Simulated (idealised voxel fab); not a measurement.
process module | voxel tone inversion
cross-section cut | 250 nm wide | cells 5 nm
A cross-section is a grid of square cells, given in bands from the top down. A band is one or more rows of cells.
Each band's line starts with the height of the band's top and of its bottom, in nm. Then come its materials from left to right, each with its width in nm. One material with "throughout" fills the band from edge to edge. "air" is empty space.
Height 0 is the level under which the wafer as received is all one material. The lowest band goes on downwards, as in "0 down".
A width such as "30 to 40" changes by the same amount from each row of cells to the next, from the band's top row to its bottom row.
"no change" after a step means that no cell of the cross-section changed.
closed voids: empty space of 8 cells or more with no open way to the top, each as width x height at its distance from the left edge, in nm
after a step's settings: what the simulator itself notes on the step
overlay nm, on a step with a mask: how far to the right of its planned place the mask lay; to the left if negative
plan
1 op RECEIVE | material Si
2 op CONFORMAL_DEP | material SiN | thk nm 10
3 op DIRECTIONAL_DEP | material polySi | thk nm 25
4 op PATTERN | tone cover | mask id POSTS | material resist | width nm 15 | pitch nm 45 | thk nm 35 | overlay nm 0
5 op DIRECTIONAL_ETCH | etch materials polySi | depth nm 25
6 op STRIP | etch materials resist
7 op FILL_DEP | material SiO2 | thk nm 10
8 op CMP | height nm 35
9 op STRIP | etch materials polySi
10 op CONFORMAL_DEP | material TiN | thk nm 5
11 op FILL_DEP | material Ru | thk nm 10
12 op CMP | height nm 35
13 op CONFORMAL_DEP | material SiN | thk nm 5
first wafer, as planned
as received, after step 1
  0 down: Si throughout
  closed voids: none
after step 2
  10 to 0: SiN throughout
  below 0: unchanged
after step 3
  35 to 10: polySi throughout
  below 10: unchanged
after step 4
  70 to 35: air 70 | resist 15 | air 30 | resist 15 | air 30 | resist 15 | air 75
  below 35: unchanged
after step 5
  70 to 35: air 70 | resist 15 | air 30 | resist 15 | air 30 | resist 15 | air 75
  35 to 10: air 70 | polySi 15 | air 30 | polySi 15 | air 30 | polySi 15 | air 75
  below 10: unchanged
after step 6
  35 to 10: air 70 | polySi 15 | air 30 | polySi 15 | air 30 | polySi 15 | air 75
  below 10: unchanged
after step 7
  45 to 35: SiO2 throughout
  35 to 10: SiO2 70 | polySi 15 | SiO2 30 | polySi 15 | SiO2 30 | polySi 15 | SiO2 75
  below 10: unchanged
after step 8
  35 to 10: SiO2 70 | polySi 15 | SiO2 30 | polySi 15 | SiO2 30 | polySi 15 | SiO2 75
  below 10: unchanged
after step 9
  35 to 10: SiO2 70 | air 15 | SiO2 30 | air 15 | SiO2 30 | air 15 | SiO2 75
  below 10: unchanged
after step 10
  40 to 35: TiN 75 | air 5 | TiN 40 | air 5 | TiN 40 | air 5 | TiN 80
  35 to 15: SiO2 70 | TiN 5 | air 5 | TiN 5 | SiO2 30 | TiN 5 | air 5 | TiN 5 | SiO2 30 | TiN 5 | air 5 | TiN 5 | SiO2 75
  15 to 10: SiO2 70 | TiN 15 | SiO2 30 | TiN 15 | SiO2 30 | TiN 15 | SiO2 75
  below 10: unchanged
after step 11
  50 to 40: Ru throughout
  40 to 35: TiN 75 | Ru 5 | TiN 40 | Ru 5 | TiN 40 | Ru 5 | TiN 80
  35 to 15: SiO2 70 | TiN 5 | Ru 5 | TiN 5 | SiO2 30 | TiN 5 | Ru 5 | TiN 5 | SiO2 30 | TiN 5 | Ru 5 | TiN 5 | SiO2 75
  below 15: unchanged
after step 12
  35 to 15: SiO2 70 | TiN 5 | Ru 5 | TiN 5 | SiO2 30 | TiN 5 | Ru 5 | TiN 5 | SiO2 30 | TiN 5 | Ru 5 | TiN 5 | SiO2 75
  below 15: unchanged
after step 13
  40 to 35: SiN throughout
  below 35: unchanged
second wafer: like start, like plan, one mistake. Through step 3 it matches the first wafer
when step 4 should have ended
  70 to 35: air 65 | resist 25 | air 20 | resist 25 | air 20 | resist 25 | air 70
  below 35: unchanged
when step 5 should have ended
  70 to 35: air 65 | resist 25 | air 20 | resist 25 | air 20 | resist 25 | air 70
  35 to 10: air 65 | polySi 25 | air 20 | polySi 25 | air 20 | polySi 25 | air 70
  below 10: unchanged
when step 6 should have ended
  35 to 10: air 65 | polySi 25 | air 20 | polySi 25 | air 20 | polySi 25 | air 70
  below 10: unchanged
when step 7 should have ended
  45 to 35: SiO2 throughout
  35 to 10: SiO2 65 | polySi 25 | SiO2 20 | polySi 25 | SiO2 20 | polySi 25 | SiO2 70
  below 10: unchanged
when step 8 should have ended
  35 to 10: SiO2 65 | polySi 25 | SiO2 20 | polySi 25 | SiO2 20 | polySi 25 | SiO2 70
  below 10: unchanged
when step 9 should have ended
  35 to 10: SiO2 65 | air 25 | SiO2 20 | air 25 | SiO2 20 | air 25 | SiO2 70
  below 10: unchanged
when step 10 should have ended
  40 to 35: TiN 70 | air 15 | TiN 30 | air 15 | TiN 30 | air 15 | TiN 75
  35 to 15: SiO2 65 | TiN 5 | air 15 | TiN 5 | SiO2 20 | TiN 5 | air 15 | TiN 5 | SiO2 20 | TiN 5 | air 15 | TiN 5 | SiO2 70
  15 to 10: SiO2 65 | TiN 25 | SiO2 20 | TiN 25 | SiO2 20 | TiN 25 | SiO2 70
  below 10: unchanged
when step 11 should have ended
  50 to 40: Ru throughout
  40 to 35: TiN 70 | Ru 15 | TiN 30 | Ru 15 | TiN 30 | Ru 15 | TiN 75
  35 to 15: SiO2 65 | TiN 5 | Ru 15 | TiN 5 | SiO2 20 | TiN 5 | Ru 15 | TiN 5 | SiO2 20 | TiN 5 | Ru 15 | TiN 5 | SiO2 70
  below 15: unchanged
when step 12 should have ended
  35 to 15: SiO2 65 | TiN 5 | Ru 15 | TiN 5 | SiO2 20 | TiN 5 | Ru 15 | TiN 5 | SiO2 20 | TiN 5 | Ru 15 | TiN 5 | SiO2 70
  below 15: unchanged
when step 13 should have ended
  40 to 35: SiN throughout
  below 35: unchanged
what went wrong: step 4 ran as: op PATTERN | tone cover | mask id POSTS | material resist | width nm 25 | pitch nm 45 | thk nm 35 | overlay nm 0
at the end the second wafer has, in cells: 24 more of Ru | 30 fewer of SiO2 | 6 more of TiN
